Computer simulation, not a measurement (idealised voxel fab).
Name of the process module below: voxel self aligned contacts
In the cross-section labelled cut, the width is 200 nm and each square cell is 5 nm.
Reading order for cross-sections: top band down to bottom band. Underlying form: a grid of square cells. Band size: one or more rows of cells.
Band: top and bottom heights (nm) first, top before bottom; then materials from left to right, widths in nm. "everywhere" marks a sole material filling the band edge to edge. "blank" denotes empty space.
The reference from which all heights are counted is 0, the level beneath which the as-received wafer is entirely one material; the lowest band, having no lower bound, proceeds downward and is written after the example "0 nm and below".
Read "30..40" as a graded width: first number on top, second number at the bottom, same change between each pair of neighbouring rows.
"no change occurred" after a step means that no cell of the cross-section changed.
The list in "Enclosed cavities" covers empty spaces of 8 cells or more that cannot reach the top through any open way, and it gives each as width x height at distance; the distance is from the left edge, and width, height and distance are in nm.
after a step's settings: what the simulator itself notes on the step
"overlay nm" denotes, for a step that has a mask, the displacement of the mask to the right of its planned place, with negative values corresponding to the left.

List of planned process steps
| 1 | RECEIVE: material Si |
| 2 | OXIDIZE: depth nm 5 |
| 3 | DIRECTIONAL_DEP: material polySi, thk nm 25 |
| 4 | DIRECTIONAL_DEP: material SiN, thk nm 20 |
| 5 | DIRECTIONAL_DEP: material aC, thk nm 10 |
| 6 | PATTERN: tone cover, mask id GATE, material resist, width nm 30, pitch nm 65, thk nm 30, overlay nm 0 |
| 7 | DIRECTIONAL_ETCH: etch materials aC, depth nm 10 |
| 8 | STRIP: etch materials resist |
| 9 | DIRECTIONAL_ETCH: etch materials SiN, depth nm 20 |
| 10 | DIRECTIONAL_ETCH: etch materials polySi, depth nm 25 |
| 11 | STRIP: etch materials aC |
| 12 | CONFORMAL_DEP: material SiN, thk nm 10 |
| 13 | DIRECTIONAL_ETCH: etch materials SiN, depth nm 10 |
| 14 | FILL_DEP: material SiO2, thk nm 15 |
| 15 | CMP: height nm 55 |
| 16 | DIRECTIONAL_DEP: material aC, thk nm 15 |
| 17 | PATTERN: tone open, mask id CONTACT, material resist, width nm 45, thk nm 30, overlay nm 0 |
| 18 | DIRECTIONAL_ETCH: etch materials aC, depth nm 15 |
| 19 | STRIP: etch materials resist |
| 20 | DIRECTIONAL_ETCH: etch materials SiO2, depth nm 60 |
| 21 | STRIP: etch materials aC |
| 22 | CONFORMAL_DEP: material TiN, thk nm 5 |
| 23 | FILL_DEP: material Ru, thk nm 5 |
| 24 | CMP: height nm 55 |
| 25 | CONFORMAL_DEP: material SiCN, thk nm 5 |

Wafer cross-section on receipt, i.e. after step 1
    0 nm and below: Si everywhere
    Enclosed cavities: none

Post-module cross-section of the first of two wafers (run per plan)
    60 nm to 55 nm: SiCN everywhere
    55 nm to 45 nm: 75 SiO2, then 5..20 TiN, then 35..5 Ru, then 5..20 TiN, then 80 SiO2
    45 nm to 25 nm: 40 SiO2, then 50 SiN, then 5 TiN, then 5 Ru, then 5 TiN, then 50 SiN, then 45 SiO2
    25 nm to 0 nm: 40 SiO2, then 10 SiN, then 30 polySi, then 10 SiN, then 5 TiN, then 5 Ru, then 5 TiN, then 10 SiN, then 30 polySi, then 10 SiN, then 45 SiO2
    0 nm to -5 nm: 90 SiO2, then 15 TiN, then 95 SiO2
    -5 nm and below: Si everywhere
    Enclosed cavities: none

Cross-section at end of module for the second wafer of two, which matched the first in starting point and plan and differed by one mistake in its processing
    60 nm to 55 nm: SiCN everywhere
    55 nm to 45 nm: 75 SiO2, then 5..20 TiN, then 35..5 Ru, then 5..20 TiN, then 80 SiO2
    45 nm to 25 nm: 40 SiO2, then 50 SiN, then 5 TiN, then 5 Ru, then 5 TiN, then 50 SiN, then 45 SiO2
    25 nm to 10 nm: 40 SiO2, then 10 SiN, then 30 polySi, then 10 SiN, then 5 TiN, then 5 Ru, then 5 TiN, then 10 SiN, then 30 polySi, then 10 SiN, then 45 SiO2
    10 nm to 5 nm: 40 SiO2, then 10 SiN, then 30 polySi, then 10 SiN, then 15 TiN, then 10 SiN, then 30 polySi, then 10 SiN, then 45 SiO2
    5 nm to 0 nm: polySi everywhere
    0 nm to -5 nm: SiO2 everywhere
    -5 nm and below: Si everywhere
    Enclosed cavities: none
It is concluded that the wafer was processed incorrectly with respect to the plan, in that the process deviated at step 10: the operation and settings actually run there were DIRECTIONAL_ETCH: etch materials polySi, depth nm 20
End of process, cell counts, second wafer against first, materials with more or fewer: -2 Ru | -8 SiN | -14 SiO2 | -4 TiN | +28 polySi
